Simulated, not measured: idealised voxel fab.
The following is a process module called voxel transistor to metal.
This is section cut - it's 280 nm across, gridded in 5 nm square cells.
Heads up, the way a cross-section reads in here is a grid of square cells, handed over as bands from the top down, with every band being one or more rows of cells.
Read a band's entry like this: the first values are the height of its top and the height of its bottom in nm, and what follows is the sequence of materials from left to right, each with its width in nm. Note that "blank" is empty space, and that a single material marked "throughout" reaches across the band from edge to edge.
Counting heights begins at 0, where everything beneath is, in the wafer as received, one material. The lowest band has no bottom; it goes on downwards, as "top 0, no bottom" shows.
A two-number width, for instance "30->40", indicates that the width is equal to the first number in the top row of the band and to the second number in the bottom row, and that it changes by a constant amount per row of cells.
The designation "left unchanged", where it is given for a processing step, indicates that no cell of the cross-section was altered in the course of that step.
Under "Fully sealed cavities" you'll find the enclosed gaps, the ones with no way out to the top, that are 8 cells or bigger; each reads width x height at distance, with distance counted from the left edge, everything in nm.
Note: text after step settings on the step line = simulator remark on that step.
overlay nm: on a step with a mask, how far right of its planned place the mask lay; negative means left.
If you're wondering how to read the rest of this, here's the deal. It's pairs of cross-sections: one from before a process step, one from after it. The after one is only drawn as far down as the lowest band that changed. Right under each pair you'll see which step sits between them and what its settings were. Don't read the pairs as one continuous story, though. They can come from different runs of this module on the same starting wafer, and a pair only carries on from the one above it where its entry headed "Pre-step snapshot" says so.

Pre-step snapshot:
top 0, no bottom  Si throughout
Fully sealed cavities: none

Post-Step Cross-Section:
top 0, bottom -5  SiO2 throughout
Unchanged below -5.
Fully sealed cavities: none
The cross-sections above show the structure before and after this step: OXIDIZE (depth nm 5)

Pre-step snapshot: This step starts from the configuration shown after the step in the pair immediately above.

Post-Step Cross-Section:
top 15, bottom 0  SiN throughout
Unchanged below 0.
Fully sealed cavities: none
The cross-sections above show the structure before and after this step: CONFORMAL_DEP (material SiN; thk nm 15)

Pre-step snapshot: This step starts from the configuration shown after the step in the pair immediately above.

Post-Step Cross-Section:
top 25, bottom 15  aC throughout
Unchanged below 15.
Fully sealed cavities: none
The cross-sections above show the structure before and after this step: DIRECTIONAL_DEP (material aC; thk nm 10)

Pre-step snapshot: This step starts from the configuration shown after the step in the pair immediately above.

Post-Step Cross-Section:
top 55, bottom 25  25 of blank / 100 of resist / 25 of blank / 100 of resist / 30 of blank
Unchanged below 25.
Fully sealed cavities: none
The cross-sections above show the structure before and after this step: PATTERN (tone cover; mask id ACTIVE; material resist; width nm 100; pitch nm 125; thk nm 30; overlay nm 0)

Pre-step snapshot: This step starts from the configuration shown after the step in the pair immediately above.

Post-Step Cross-Section:
top 45, bottom 25  25 of blank / 100 of resist / 25 of blank / 100 of resist / 30 of blank
top 25, bottom 15  25 of blank / 100 of aC / 25 of blank / 100 of aC / 30 of blank
Unchanged below 15.
Fully sealed cavities: none
The cross-sections above show the structure before and after this step: DIRECTIONAL_ETCH (etch materials aC; depth nm 10)

Pre-step snapshot: This step starts from the configuration shown after the step in the pair immediately above.

Post-Step Cross-Section:
top 25, bottom 15  25 of blank / 100 of aC / 25 of blank / 100 of aC / 30 of blank
Unchanged below 15.
Fully sealed cavities: none
The cross-sections above show the structure before and after this step: STRIP (etch materials resist)

Pre-step snapshot: This step starts from the configuration shown after the step in the pair immediately above.

Post-Step Cross-Section:
top 25, bottom 15  25 of blank / 100 of aC / 25 of blank / 100 of aC / 30 of blank
top 15, bottom 0  25 of blank / 100 of SiN / 25 of blank / 100 of SiN / 30 of blank
Unchanged below 0.
Fully sealed cavities: none
The cross-sections above show the structure before and after this step: DIRECTIONAL_ETCH (etch materials SiN; depth nm 15)

Pre-step snapshot: This step starts from the configuration shown after the step in the pair immediately above.

Post-Step Cross-Section:
top 25, bottom 15  25 of blank / 100 of aC / 25 of blank / 100 of aC / 30 of blank
top 15, bottom 0  25 of blank / 100 of SiN / 25 of blank / 100 of SiN / 30 of blank
top 0, bottom -5  25 of blank / 100 of SiO2 / 25 of blank / 100 of SiO2 / 30 of blank
Unchanged below -5.
Fully sealed cavities: none
The cross-sections above show the structure before and after this step: DIRECTIONAL_ETCH (etch materials SiO2; depth nm 5)

Pre-step snapshot: This step starts from the configuration shown after the step in the pair immediately above.

Post-Step Cross-Section:
top 25, bottom 15  25 of blank / 100 of aC / 25 of blank / 100 of aC / 30 of blank
top 15, bottom 0  25 of blank / 100 of SiN / 25 of blank / 100 of SiN / 30 of blank
top 0, bottom -5  25 of blank / 100 of SiO2 / 25 of blank / 100 of SiO2 / 30 of blank
top -5, bottom -40  25 of blank / 100 of Si / 25 of blank / 100 of Si / 30 of blank
Unchanged below -40.
Fully sealed cavities: none
The cross-sections above show the structure before and after this step: DIRECTIONAL_ETCH (etch materials Si; depth nm 35)

Pre-step snapshot: This step starts from the configuration shown after the step in the pair immediately above.

Post-Step Cross-Section:
top 15, bottom 0  25 of blank / 100 of SiN / 25 of blank / 100 of SiN / 30 of blank
Unchanged below 0.
Fully sealed cavities: none
The cross-sections above show the structure before and after this step: STRIP (etch materials aC)

Pre-step snapshot: This step starts from the configuration shown after the step in the pair immediately above.

Post-Step Cross-Section:
top 15, bottom 0  25 of blank / 100 of SiN / 25 of blank / 100 of SiN / 30 of blank
top 0, bottom -5  25 of blank / 100 of SiO2 / 25 of blank / 100 of SiO2 / 30 of blank
top -5, bottom -40  25 of blank / 5 of SiO2 / 90 of Si / 5 of SiO2 / 25 of blank / 5 of SiO2 / 90 of Si / 5 of SiO2 / 30 of blank
top -40, bottom -45  30 of SiO2 / 90 of Si / 35 of SiO2 / 90 of Si / 35 of SiO2
Unchanged below -45.
Fully sealed cavities: none
The cross-sections above show the structure before and after this step: OXIDIZE (depth nm 5)

Pre-step snapshot: This step starts from the configuration shown after the step in the pair immediately above.

Post-Step Cross-Section:
top 20, bottom 15  SiO2 throughout
top 15, bottom 0  25 of SiO2 / 100 of SiN / 25 of SiO2 / 100 of SiN / 30 of SiO2
top 0, bottom -5  SiO2 throughout
top -5, bottom -45  30 of SiO2 / 90 of Si / 35 of SiO2 / 90 of Si / 35 of SiO2
Unchanged below -45.
Fully sealed cavities: none
The cross-sections above show the structure before and after this step: FILL_DEP (material SiO2; thk nm 5)

Pre-step snapshot: This step starts from the configuration shown after the step in the pair immediately above.

Post-Step Cross-Section:
top 15, bottom 0  25 of SiO2 / 100 of SiN / 25 of SiO2 / 100 of SiN / 30 of SiO2
Unchanged below 0.
Fully sealed cavities: none
The cross-sections above show the structure before and after this step: CMP (height nm 15)

Pre-step snapshot: This step starts from the configuration shown after the step in the pair immediately above.

Post-Step Cross-Section:
top 15, bottom 0  25 of blank / 100 of SiN / 25 of blank / 100 of SiN / 30 of blank
Unchanged below 0.
Fully sealed cavities: none
The cross-sections above show the structure before and after this step: SELECTIVE_ETCH (etch materials SiO2; depth nm 15)

Pre-step snapshot: This step starts from the configuration shown after the step in the pair immediately above.

Post-Step Cross-Section:
top 0, bottom -5  SiO2 throughout
Unchanged below -5.
Fully sealed cavities: none
The cross-sections above show the structure before and after this step: STRIP (etch materials SiN)

Pre-step snapshot: This step starts from the configuration shown after the step in the pair immediately above.

Post-Step Cross-Section:
top -5, bottom -45  30 of SiO2 / 90 of Si / 35 of SiO2 / 90 of Si / 35 of SiO2
Unchanged below -45.
Fully sealed cavities: none
The cross-sections above show the structure before and after this step: SELECTIVE_ETCH (etch materials SiO2; depth nm 5)

Pre-step snapshot: This step starts from the configuration shown after the step in the pair immediately above.

Post-Step Cross-Section:
top -5, bottom -10  SiO2 throughout
Unchanged below -10.
Fully sealed cavities: none
The cross-sections above show the structure before and after this step: OXIDIZE (depth nm 5)

Pre-step snapshot: This step starts from the configuration shown after the step in the pair immediately above.

Post-Step Cross-Section:
top 15, bottom -5  polySi throughout
Unchanged below -5.
Fully sealed cavities: none
The cross-sections above show the structure before and after this step: DIRECTIONAL_DEP (material polySi; thk nm 20)

Pre-step snapshot: This step starts from the configuration shown after the step in the pair immediately above.

Post-Step Cross-Section:
top 30, bottom 15  SiCN throughout
Unchanged below 15.
Fully sealed cavities: none
The cross-sections above show the structure before and after this step: DIRECTIONAL_DEP (material SiCN; thk nm 15)

Pre-step snapshot: This step starts from the configuration shown after the step in the pair immediately above.

Post-Step Cross-Section:
top 40, bottom 30  aC throughout
Unchanged below 30.
Fully sealed cavities: none
The cross-sections above show the structure before and after this step: DIRECTIONAL_DEP (material aC; thk nm 10)

Pre-step snapshot: This step starts from the configuration shown after the step in the pair immediately above.

Post-Step Cross-Section:
top 70, bottom 40  65 of blank / 20 of resist / 105 of blank / 20 of resist / 70 of blank
Unchanged below 40.
Fully sealed cavities: none
The cross-sections above show the structure before and after this step: PATTERN (tone cover; mask id GATE; material resist; width nm 20; pitch nm 125; thk nm 30; overlay nm 0)

Pre-step snapshot: This step starts from the configuration shown after the step in the pair immediately above.

Post-Step Cross-Section:
top 60, bottom 40  65 of blank / 20 of resist / 105 of blank / 20 of resist / 70 of blank
top 40, bottom 30  65 of blank / 20 of aC / 105 of blank / 20 of aC / 70 of blank
Unchanged below 30.
Fully sealed cavities: none
The cross-sections above show the structure before and after this step: DIRECTIONAL_ETCH (etch materials aC; depth nm 10)

Pre-step snapshot: This step starts from the configuration shown after the step in the pair immediately above.

Post-Step Cross-Section:
top 40, bottom 30  65 of blank / 20 of aC / 105 of blank / 20 of aC / 70 of blank
Unchanged below 30.
Fully sealed cavities: none
The cross-sections above show the structure before and after this step: STRIP (etch materials resist)

Pre-step snapshot: This step starts from the configuration shown after the step in the pair immediately above.

Post-Step Cross-Section:
top 40, bottom 30  65 of blank / 20 of aC / 105 of blank / 20 of aC / 70 of blank
top 30, bottom 15  65 of blank / 20 of SiCN / 105 of blank / 20 of SiCN / 70 of blank
Unchanged below 15.
Fully sealed cavities: none
The cross-sections above show the structure before and after this step: DIRECTIONAL_ETCH (etch materials SiCN; depth nm 25)

Pre-step snapshot: This step starts from the configuration shown after the step in the pair immediately above.

Post-Step Cross-Section:
top 40, bottom 30  65 of blank / 20 of aC / 105 of blank / 20 of aC / 70 of blank
top 30, bottom 15  65 of blank / 20 of SiCN / 105 of blank / 20 of SiCN / 70 of blank
top 15, bottom -5  65 of blank / 20 of polySi / 105 of blank / 20 of polySi / 70 of blank
Unchanged below -5.
Fully sealed cavities: none
The cross-sections above show the structure before and after this step: DIRECTIONAL_ETCH (etch materials polySi; depth nm 30)

Pre-step snapshot: This step starts from the configuration shown after the step in the pair immediately above.

Post-Step Cross-Section:
top 30, bottom 15  65 of blank / 20 of SiCN / 105 of blank / 20 of SiCN / 70 of blank
Unchanged below 15.
Fully sealed cavities: none
The cross-sections above show the structure before and after this step: STRIP (etch materials aC)

Pre-step snapshot: This step starts from the configuration shown after the step in the pair immediately above.

Post-Step Cross-Section:
top 35, bottom 30  60 of blank / 30 of SiO2 / 95 of blank / 30 of SiO2 / 65 of blank
top 30, bottom 15  60 of blank / 5 of SiO2 / 20 of SiCN / 5 of SiO2 / 95 of blank / 5 of SiO2 / 20 of SiCN / 5 of SiO2 / 65 of blank
top 15, bottom 0  60 of blank / 5 of SiO2 / 20 of polySi / 5 of SiO2 / 95 of blank / 5 of SiO2 / 20 of polySi / 5 of SiO2 / 65 of blank
top 0, bottom -5  65 of SiO2 / 20 of polySi / 105 of SiO2 / 20 of polySi / 70 of SiO2
Unchanged below -5.
Fully sealed cavities: none
The cross-sections above show the structure before and after this step: CONFORMAL_DEP (material SiO2; thk nm 5)

Pre-step snapshot: This step starts from the configuration shown after the step in the pair immediately above.

Post-Step Cross-Section:
top 30, bottom 15  60 of blank / 5 of SiO2 / 20 of SiCN / 5 of SiO2 / 95 of blank / 5 of SiO2 / 20 of SiCN / 5 of SiO2 / 65 of blank
top 15, bottom -5  60 of blank / 5 of SiO2 / 20 of polySi / 5 of SiO2 / 95 of blank / 5 of SiO2 / 20 of polySi / 5 of SiO2 / 65 of blank
Unchanged below -5.
Fully sealed cavities: none
The cross-sections above show the structure before and after this step: DIRECTIONAL_ETCH (etch materials SiO2; depth nm 5)

Pre-step snapshot: This step starts from the configuration shown after the step in the pair immediately above.

Post-Step Cross-Section:
top 40, bottom 30  50 of blank / 50 of SiN / 75 of blank / 50 of SiN / 55 of blank
top 30, bottom 15  50 of blank / 10 of SiN / 5 of SiO2 / 20 of SiCN / 5 of SiO2 / 10 of SiN / 75 of blank / 10 of SiN / 5 of SiO2 / 20 of SiCN / 5 of SiO2 / 10 of SiN / 55 of blank
top 15, bottom 5  50 of blank / 10 of SiN / 5 of SiO2 / 20 of polySi / 5 of SiO2 / 10 of SiN / 75 of blank / 10 of SiN / 5 of SiO2 / 20 of polySi / 5 of SiO2 / 10 of SiN / 55 of blank
top 5, bottom -5  60 of SiN / 5 of SiO2 / 20 of polySi / 5 of SiO2 / 95 of SiN / 5 of SiO2 / 20 of polySi / 5 of SiO2 / 65 of SiN
Unchanged below -5.
Fully sealed cavities: none
The cross-sections above show the structure before and after this step: CONFORMAL_DEP (material SiN; thk nm 10)

Pre-step snapshot: This step starts from the configuration shown after the step in the pair immediately above.

Post-Step Cross-Section:
top 30, bottom 15  50 of blank / 10 of SiN / 5 of SiO2 / 20 of SiCN / 5 of SiO2 / 10 of SiN / 75 of blank / 10 of SiN / 5 of SiO2 / 20 of SiCN / 5 of SiO2 / 10 of SiN / 55 of blank
top 15, bottom -5  50 of blank / 10 of SiN / 5 of SiO2 / 20 of polySi / 5 of SiO2 / 10 of SiN / 75 of blank / 10 of SiN / 5 of SiO2 / 20 of polySi / 5 of SiO2 / 10 of SiN / 55 of blank
Unchanged below -5.
Fully sealed cavities: none
The cross-sections above show the structure before and after this step: DIRECTIONAL_ETCH (etch materials SiN; depth nm 10)

Pre-step snapshot: This step starts from the configuration shown after the step in the pair immediately above.

Post-Step Cross-Section:
top 30, bottom 25  50 of blank / 10 of SiN / 5 of blank / 20 of SiCN / 5 of blank / 10 of SiN / 75 of blank / 10 of SiN / 5 of blank / 20 of SiCN / 5 of blank / 10 of SiN / 55 of blank
top 25, bottom 15  50 of blank / 10 of SiN / 5 of SiO2 / 20 of SiCN / 5 of SiO2 / 10 of SiN / 75 of blank / 10 of SiN / 5 of SiO2 / 20 of SiCN / 5 of SiO2 / 10 of SiN / 55 of blank
top 15, bottom -5  50 of blank / 10 of SiN / 5 of SiO2 / 20 of polySi / 5 of SiO2 / 10 of SiN / 75 of blank / 10 of SiN / 5 of SiO2 / 20 of polySi / 5 of SiO2 / 10 of SiN / 55 of blank
top -5, bottom -10  50 of blank / 50 of SiO2 / 75 of blank / 50 of SiO2 / 55 of blank
Unchanged below -10.
Fully sealed cavities: none
The cross-sections above show the structure before and after this step: DIRECTIONAL_ETCH (etch materials SiO2; depth nm 5)

Pre-step snapshot: This step starts from the configuration shown after the step in the pair immediately above.

Post-Step Cross-Section:
top 30, bottom 25  50 of blank / 10 of SiN / 5 of blank / 20 of SiCN / 5 of blank / 10 of SiN / 75 of blank / 10 of SiN / 5 of blank / 20 of SiCN / 5 of blank / 10 of SiN / 55 of blank
top 25, bottom 15  50 of blank / 10 of SiN / 5 of SiO2 / 20 of SiCN / 5 of SiO2 / 10 of SiN / 75 of blank / 10 of SiN / 5 of SiO2 / 20 of SiCN / 5 of SiO2 / 10 of SiN / 55 of blank
top 15, bottom -5  50 of blank / 10 of SiN / 5 of SiO2 / 20 of polySi / 5 of SiO2 / 10 of SiN / 75 of blank / 10 of SiN / 5 of SiO2 / 20 of polySi / 5 of SiO2 / 10 of SiN / 55 of blank
top -5, bottom -10  50 of blank / 50 of SiO2 / 75 of blank / 50 of SiO2 / 55 of blank
top -10, bottom -15  30 of SiO2 / 20 of blank / 50 of Si / 20 of blank / 35 of SiO2 / 20 of blank / 50 of Si / 20 of blank / 35 of SiO2
Unchanged below -15.
Fully sealed cavities: none
The cross-sections above show the structure before and after this step: DIRECTIONAL_ETCH (etch materials Si; depth nm 5)

Pre-step snapshot: This step starts from the configuration shown after the step in the pair immediately above.

Post-Step Cross-Section:
top 30, bottom 25  50 of blank / 10 of SiN / 5 of blank / 20 of SiCN / 5 of blank / 10 of SiN / 75 of blank / 10 of SiN / 5 of blank / 20 of SiCN / 5 of blank / 10 of SiN / 55 of blank
top 25, bottom 15  50 of blank / 10 of SiN / 5 of SiO2 / 20 of SiCN / 5 of SiO2 / 10 of SiN / 75 of blank / 10 of SiN / 5 of SiO2 / 20 of SiCN / 5 of SiO2 / 10 of SiN / 55 of blank
top 15, bottom 0  50 of blank / 10 of SiN / 5 of SiO2 / 20 of polySi / 5 of SiO2 / 10 of SiN / 75 of blank / 10 of SiN / 5 of SiO2 / 20 of polySi / 5 of SiO2 / 10 of SiN / 55 of blank
top 0, bottom -5  40 of blank / 10 of SiGe / 10 of SiN / 5 of SiO2 / 20 of polySi / 5 of SiO2 / 10 of SiN / 10 of SiGe / 55 of blank / 10 of SiGe / 10 of SiN / 5 of SiO2 / 20 of polySi / 5 of SiO2 / 10 of SiN / 10 of SiGe / 45 of blank
top -5, bottom -10  25 of blank / 25 of SiGe / 50 of SiO2 / 25 of SiGe / 25 of blank / 25 of SiGe / 50 of SiO2 / 25 of SiGe / 30 of blank
top -10, bottom -15  30 of SiO2 / 20 of SiGe / 50 of Si / 20 of SiGe / 35 of SiO2 / 20 of SiGe / 50 of Si / 20 of SiGe / 35 of SiO2
Unchanged below -15.
Fully sealed cavities: none
The cross-sections above show the structure before and after this step: EPI (material SiGe; thk nm 10)

Pre-step snapshot: This step starts from the configuration shown after the step in the pair immediately above.

Post-Step Cross-Section:
top 40, bottom 30  SiO2 throughout
top 30, bottom 15  50 of SiO2 / 10 of SiN / 5 of SiO2 / 20 of SiCN / 5 of SiO2 / 10 of SiN / 75 of SiO2 / 10 of SiN / 5 of SiO2 / 20 of SiCN / 5 of SiO2 / 10 of SiN / 55 of SiO2
top 15, bottom 0  50 of SiO2 / 10 of SiN / 5 of SiO2 / 20 of polySi / 5 of SiO2 / 10 of SiN / 75 of SiO2 / 10 of SiN / 5 of SiO2 / 20 of polySi / 5 of SiO2 / 10 of SiN / 55 of SiO2
top 0, bottom -5  40 of SiO2 / 10 of SiGe / 10 of SiN / 5 of SiO2 / 20 of polySi / 5 of SiO2 / 10 of SiN / 10 of SiGe / 55 of SiO2 / 10 of SiGe / 10 of SiN / 5 of SiO2 / 20 of polySi / 5 of SiO2 / 10 of SiN / 10 of SiGe / 45 of SiO2
top -5, bottom -10  25 of SiO2 / 25 of SiGe / 50 of SiO2 / 25 of SiGe / 25 of SiO2 / 25 of SiGe / 50 of SiO2 / 25 of SiGe / 30 of SiO2
Unchanged below -10.
Fully sealed cavities: none
The cross-sections above show the structure before and after this step: FILL_DEP (material SiO2; thk nm 10)

Pre-step snapshot: This step starts from the configuration shown after the step in the pair immediately above.

Post-Step Cross-Section:
top 30, bottom 15  50 of SiO2 / 10 of SiN / 5 of SiO2 / 20 of SiCN / 5 of SiO2 / 10 of SiN / 75 of SiO2 / 10 of SiN / 5 of SiO2 / 20 of SiCN / 5 of SiO2 / 10 of SiN / 55 of SiO2
Unchanged below 15.
Fully sealed cavities: none
The cross-sections above show the structure before and after this step: CMP (height nm 30)

Pre-step snapshot: This step starts from the configuration shown after the step in the pair immediately above.

Post-Step Cross-Section:
top 45, bottom 30  SiO2 throughout
Unchanged below 30.
Fully sealed cavities: none
The cross-sections above show the structure before and after this step: DIRECTIONAL_DEP (material SiO2; thk nm 15)

Pre-step snapshot: This step starts from the configuration shown after the step in the pair immediately above.

Post-Step Cross-Section:
top 60, bottom 45  aC throughout
Unchanged below 45.
Fully sealed cavities: none
The cross-sections above show the structure before and after this step: DIRECTIONAL_DEP (material aC; thk nm 15)

Pre-step snapshot: This step starts from the configuration shown after the step in the pair immediately above.

Post-Step Cross-Section:
top 95, bottom 60  35 of resist / 25 of blank / 30 of resist / 25 of blank / 45 of resist / 25 of blank / 30 of resist / 25 of blank / 40 of resist
Unchanged below 60.
Fully sealed cavities: none
The cross-sections above show the structure before and after this step: PATTERN (tone open; mask id CONTACT; material resist; width nm 25; thk nm 35; overlay nm 0)

Pre-step snapshot: This step starts from the configuration shown after the step in the pair immediately above.

Post-Step Cross-Section:
top 80, bottom 60  35 of resist / 25 of blank / 30 of resist / 25 of blank / 45 of resist / 25 of blank / 30 of resist / 25 of blank / 40 of resist
top 60, bottom 45  35 of aC / 25 of blank / 30 of aC / 25 of blank / 45 of aC / 25 of blank / 30 of aC / 25 of blank / 40 of aC
Unchanged below 45.
Fully sealed cavities: none
The cross-sections above show the structure before and after this step: DIRECTIONAL_ETCH (etch materials aC; depth nm 15)

Pre-step snapshot: This step starts from the configuration shown after the step in the pair immediately above.

Post-Step Cross-Section:
top 60, bottom 45  35 of aC / 25 of blank / 30 of aC / 25 of blank / 45 of aC / 25 of blank / 30 of aC / 25 of blank / 40 of aC
Unchanged below 45.
Fully sealed cavities: none
The cross-sections above show the structure before and after this step: STRIP (etch materials resist)

Pre-step snapshot: This step starts from the configuration shown after the step in the pair immediately above.

Post-Step Cross-Section:
top 60, bottom 45  35 of aC / 25 of blank / 30 of aC / 25 of blank / 45 of aC / 25 of blank / 30 of aC / 25 of blank / 40 of aC
top 45, bottom 30  35 of SiO2 / 25 of blank / 30 of SiO2 / 25 of blank / 45 of SiO2 / 25 of blank / 30 of SiO2 / 25 of blank / 40 of SiO2
top 30, bottom 15  35 of SiO2 / 15 of blank / 10 of SiN / 5 of SiO2 / 20 of SiCN / 5 of SiO2 / 10 of SiN / 15 of blank / 45 of SiO2 / 15 of blank / 10 of SiN / 5 of SiO2 / 20 of SiCN / 5 of SiO2 / 10 of SiN / 15 of blank / 40 of SiO2
top 15, bottom 0  35 of SiO2 / 15 of blank / 10 of SiN / 5 of SiO2 / 20 of polySi / 5 of SiO2 / 10 of SiN / 15 of blank / 45 of SiO2 / 15 of blank / 10 of SiN / 5 of SiO2 / 20 of polySi / 5 of SiO2 / 10 of SiN / 15 of blank / 40 of SiO2
top 0, bottom -5  35 of SiO2 / 5 of blank / 10 of SiGe / 10 of SiN / 5 of SiO2 / 20 of polySi / 5 of SiO2 / 10 of SiN / 10 of SiGe / 5 of blank / 45 of SiO2 / 5 of blank / 10 of SiGe / 10 of SiN / 5 of SiO2 / 20 of polySi / 5 of SiO2 / 10 of SiN / 10 of SiGe / 5 of blank / 40 of SiO2
Unchanged below -5.
Fully sealed cavities: none
The cross-sections above show the structure before and after this step: DIRECTIONAL_ETCH (etch materials SiO2; depth nm 50)

Pre-step snapshot: This step starts from the configuration shown after the step in the pair immediately above.

Post-Step Cross-Section:
top 45, bottom 30  35 of SiO2 / 25 of blank / 30 of SiO2 / 25 of blank / 45 of SiO2 / 25 of blank / 30 of SiO2 / 25 of blank / 40 of SiO2
Unchanged below 30.
Fully sealed cavities: none
The cross-sections above show the structure before and after this step: STRIP (etch materials aC)

Pre-step snapshot: This step starts from the configuration shown after the step in the pair immediately above.

Post-Step Cross-Section:
top 50, bottom 45  40 of TiN / 15 of blank / 40 of TiN / 15 of blank / 55 of TiN / 15 of blank / 40 of TiN / 15 of blank / 45 of TiN
top 45, bottom 35  35 of SiO2 / 5 of TiN / 15 of blank / 5 of TiN / 30 of SiO2 / 5 of TiN / 15 of blank / 5 of TiN / 45 of SiO2 / 5 of TiN / 15 of blank / 5 of TiN / 30 of SiO2 / 5 of TiN / 15 of blank / 5 of TiN / 40 of SiO2
top 35, bottom 30  35 of SiO2 / 5 of TiN / 5 of blank / 15 of TiN / 30 of SiO2 / 15 of TiN / 5 of blank / 5 of TiN / 45 of SiO2 / 5 of TiN / 5 of blank / 15 of TiN / 30 of SiO2 / 15 of TiN / 5 of blank / 5 of TiN / 40 of SiO2
top 30, bottom 15  35 of SiO2 / 5 of TiN / 5 of blank / 5 of TiN / 10 of SiN / 5 of SiO2 / 20 of SiCN / 5 of SiO2 / 10 of SiN / 5 of TiN / 5 of blank / 5 of TiN / 45 of SiO2 / 5 of TiN / 5 of blank / 5 of TiN / 10 of SiN / 5 of SiO2 / 20 of SiCN / 5 of SiO2 / 10 of SiN / 5 of TiN / 5 of blank / 5 of TiN / 40 of SiO2
top 15, bottom 5  35 of SiO2 / 5 of TiN / 5 of blank / 5 of TiN / 10 of SiN / 5 of SiO2 / 20 of polySi / 5 of SiO2 / 10 of SiN / 5 of TiN / 5 of blank / 5 of TiN / 45 of SiO2 / 5 of TiN / 5 of blank / 5 of TiN / 10 of SiN / 5 of SiO2 / 20 of polySi / 5 of SiO2 / 10 of SiN / 5 of TiN / 5 of blank / 5 of TiN / 40 of SiO2
top 5, bottom 0  35 of SiO2 / 15 of TiN / 10 of SiN / 5 of SiO2 / 20 of polySi / 5 of SiO2 / 10 of SiN / 15 of TiN / 45 of SiO2 / 15 of TiN / 10 of SiN / 5 of SiO2 / 20 of polySi / 5 of SiO2 / 10 of SiN / 15 of TiN / 40 of SiO2
top 0, bottom -5  35 of SiO2 / 5 of TiN / 10 of SiGe / 10 of SiN / 5 of SiO2 / 20 of polySi / 5 of SiO2 / 10 of SiN / 10 of SiGe / 5 of TiN / 45 of SiO2 / 5 of TiN / 10 of SiGe / 10 of SiN / 5 of SiO2 / 20 of polySi / 5 of SiO2 / 10 of SiN / 10 of SiGe / 5 of TiN / 40 of SiO2
Unchanged below -5.
Fully sealed cavities: none
The cross-sections above show the structure before and after this step: CONFORMAL_DEP (material TiN; thk nm 5)

Pre-step snapshot: This step starts from the configuration shown after the step in the pair immediately above.

Post-Step Cross-Section:
top 60, bottom 50  Ru throughout
top 50, bottom 45  40 of TiN / 15 of Ru / 40 of TiN / 15 of Ru / 55 of TiN / 15 of Ru / 40 of TiN / 15 of Ru / 45 of TiN
top 45, bottom 35  35 of SiO2 / 5 of TiN / 15 of Ru / 5 of TiN / 30 of SiO2 / 5 of TiN / 15 of Ru / 5 of TiN / 45 of SiO2 / 5 of TiN / 15 of Ru / 5 of TiN / 30 of SiO2 / 5 of TiN / 15 of Ru / 5 of TiN / 40 of SiO2
top 35, bottom 30  35 of SiO2 / 5 of TiN / 5 of Ru / 15 of TiN / 30 of SiO2 / 15 of TiN / 5 of Ru / 5 of TiN / 45 of SiO2 / 5 of TiN / 5 of Ru / 15 of TiN / 30 of SiO2 / 15 of TiN / 5 of Ru / 5 of TiN / 40 of SiO2
top 30, bottom 15  35 of SiO2 / 5 of TiN / 5 of Ru / 5 of TiN / 10 of SiN / 5 of SiO2 / 20 of SiCN / 5 of SiO2 / 10 of SiN / 5 of TiN / 5 of Ru / 5 of TiN / 45 of SiO2 / 5 of TiN / 5 of Ru / 5 of TiN / 10 of SiN / 5 of SiO2 / 20 of SiCN / 5 of SiO2 / 10 of SiN / 5 of TiN / 5 of Ru / 5 of TiN / 40 of SiO2
top 15, bottom 5  35 of SiO2 / 5 of TiN / 5 of Ru / 5 of TiN / 10 of SiN / 5 of SiO2 / 20 of polySi / 5 of SiO2 / 10 of SiN / 5 of TiN / 5 of Ru / 5 of TiN / 45 of SiO2 / 5 of TiN / 5 of Ru / 5 of TiN / 10 of SiN / 5 of SiO2 / 20 of polySi / 5 of SiO2 / 10 of SiN / 5 of TiN / 5 of Ru / 5 of TiN / 40 of SiO2
Unchanged below 5.
Fully sealed cavities: none
The cross-sections above show the structure before and after this step: FILL_DEP (material Ru; thk nm 10)

Pre-step snapshot: This step starts from the configuration shown after the step in the pair immediately above.

Post-Step Cross-Section:
top 45, bottom 35  35 of SiO2 / 5 of TiN / 15 of Ru / 5 of TiN / 30 of SiO2 / 5 of TiN / 15 of Ru / 5 of TiN / 45 of SiO2 / 5 of TiN / 15 of Ru / 5 of TiN / 30 of SiO2 / 5 of TiN / 15 of Ru / 5 of TiN / 40 of SiO2
Unchanged below 35.
Fully sealed cavities: none
The cross-sections above show the structure before and after this step: CMP (height nm 45)

Pre-step snapshot: This step starts from the configuration shown after the step in the pair immediately above.

Post-Step Cross-Section:
top 50, bottom 45  TiN throughout
Unchanged below 45.
Fully sealed cavities: none
The cross-sections above show the structure before and after this step: DIRECTIONAL_DEP (material TiN; thk nm 5)

Pre-step snapshot: This step starts from the configuration shown after the step in the pair immediately above.

Post-Step Cross-Section:
top 65, bottom 50  Ru throughout
Unchanged below 50.
Fully sealed cavities: none
The cross-sections above show the structure before and after this step: DIRECTIONAL_DEP (material Ru; thk nm 15)

Pre-step snapshot: This step starts from the configuration shown after the step in the pair immediately above.

Post-Step Cross-Section:
top 75, bottom 65  aC throughout
Unchanged below 65.
Fully sealed cavities: none
The cross-sections above show the structure before and after this step: DIRECTIONAL_DEP (material aC; thk nm 10)

Pre-step snapshot: This step starts from the configuration shown after the step in the pair immediately above.

Post-Step Cross-Section:
top 100, bottom 75  35 of blank / 15 of resist / 50 of blank / 15 of resist / 45 of blank / 15 of resist / 50 of blank / 15 of resist / 40 of blank
Unchanged below 75.
Fully sealed cavities: none
The cross-sections above show the structure before and after this step: PATTERN (tone cover; mask id METAL_1; material resist; width nm 15; thk nm 25; overlay nm 0)

Pre-step snapshot: This step starts from the configuration shown after the step in the pair immediately above.

Post-Step Cross-Section:
top 90, bottom 75  35 of blank / 15 of resist / 50 of blank / 15 of resist / 45 of blank / 15 of resist / 50 of blank / 15 of resist / 40 of blank
top 75, bottom 65  35 of blank / 15 of aC / 50 of blank / 15 of aC / 45 of blank / 15 of aC / 50 of blank / 15 of aC / 40 of blank
Unchanged below 65.
Fully sealed cavities: none
The cross-sections above show the structure before and after this step: DIRECTIONAL_ETCH (etch materials aC; depth nm 10)

Pre-step snapshot: This step starts from the configuration shown after the step in the pair immediately above.

Post-Step Cross-Section:
top 75, bottom 65  35 of blank / 15 of aC / 50 of blank / 15 of aC / 45 of blank / 15 of aC / 50 of blank / 15 of aC / 40 of blank
Unchanged below 65.
Fully sealed cavities: none
The cross-sections above show the structure before and after this step: STRIP (etch materials resist)

Pre-step snapshot: This step starts from the configuration shown after the step in the pair immediately above.

Post-Step Cross-Section:
top 75, bottom 65  35 of blank / 15 of aC / 50 of blank / 15 of aC / 45 of blank / 15 of aC / 50 of blank / 15 of aC / 40 of blank
top 65, bottom 50  35 of blank / 15 of Ru / 50 of blank / 15 of Ru / 45 of blank / 15 of Ru / 50 of blank / 15 of Ru / 40 of blank
Unchanged below 50.
Fully sealed cavities: none
The cross-sections above show the structure before and after this step: DIRECTIONAL_ETCH (etch materials Ru; depth nm 15)
